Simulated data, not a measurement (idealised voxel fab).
Herein follows the process module entitled voxel quadruple lines.
Square cell edge 5 nm, section width 245 nm, ID cut.
This document writes a cross-section as a grid whose cells are square, and gives it as bands, listed from the top down; one or more rows of cells form a band. Each band's line starts with the height of the band's top and of its bottom, in nm. Then come its materials from left to right, each with its width in nm. One material with "all across" fills the band from edge to edge. "empty" is empty space. The level at which height equals 0 is the one under which the wafer, as it arrives, is entirely one material. No lower edge exists for the bottom band, which continues downward and is notated as in "0 nm and below". The two numbers in a width such as "30 to 40" mark its ends across the band: the first belongs to the top row of cells, the second to the bottom row, and from each row to the next the width moves by the same amount. "nothing changed" -> step changed no cross-section cell. Enclosed voids (no open way to top), threshold 8 cells or more, entry "Unvented internal voids", notation width x height at distance, distance from left edge, nm. It should be noted that, on the line of a given step, the content following the step's settings is a remark produced by the simulator itself with respect to that step. overlay nm: mask right of planned place by this much (step with mask). Neg. = left.

PLANNED STEP LIST FOR THE PROCESS
step 1: RECEIVE,material Si
step 2: CONFORMAL_DEP,material Al2O3,thk nm 10
step 3: DIRECTIONAL_DEP,material TiN,thk nm 10
step 4: DIRECTIONAL_DEP,material polySi,thk nm 15
step 5: DIRECTIONAL_DEP,material aC,thk nm 25
step 6: PATTERN,tone cover,mask id MANDREL,material resist,width nm 15,pitch nm 80,thk nm 35,overlay nm 0
step 7: DIRECTIONAL_ETCH,etch materials aC,depth nm 25
step 8: STRIP,etch materials resist
step 9: CONFORMAL_DEP,material SiO2,thk nm 15
step 10: DIRECTIONAL_ETCH,etch materials SiO2,depth nm 15
step 11: STRIP,etch materials aC
step 12: DIRECTIONAL_ETCH,etch materials polySi,depth nm 15
step 13: STRIP,etch materials SiO2
step 14: CONFORMAL_DEP,material SiN,thk nm 5
step 15: DIRECTIONAL_ETCH,etch materials SiN,depth nm 5
step 16: STRIP,etch materials polySi
step 17: DIRECTIONAL_ETCH,etch materials TiN,depth nm 10
step 18: STRIP,etch materials SiN
Same starting wafers, different width nm at step 6. Plan value belongs to the first wafer.

AS-RECEIVED CROSS-SECTION, FIRST OF SEVERAL WAFERS, POST STEP 1
    0 nm and below: Si all across
    Unvented internal voids: none

TABULATED BELOW, WAFER BY WAFER, ARE THE END-OF-MODULE RESULTS: FOR EACH MATERIAL, THE NUMBER OF CELLS GAINED (+) OR LOST (-) RELATIVE TO THE AS-RECEIVED STATE, FOLLOWED BY THE CLOSED VOIDS
width nm 15; +98 Al2O3; +16 TiN; Unvented internal voids: none
width nm 20; +98 Al2O3; +16 TiN; Unvented internal voids: none
width nm 25; +98 Al2O3; +16 TiN; Unvented internal voids: none
width nm 30; +98 Al2O3; +16 TiN; Unvented internal voids: none
width nm 35; +98 Al2O3; +16 TiN; Unvented internal voids: none
width nm 40; +98 Al2O3; +16 TiN; Unvented internal voids: none
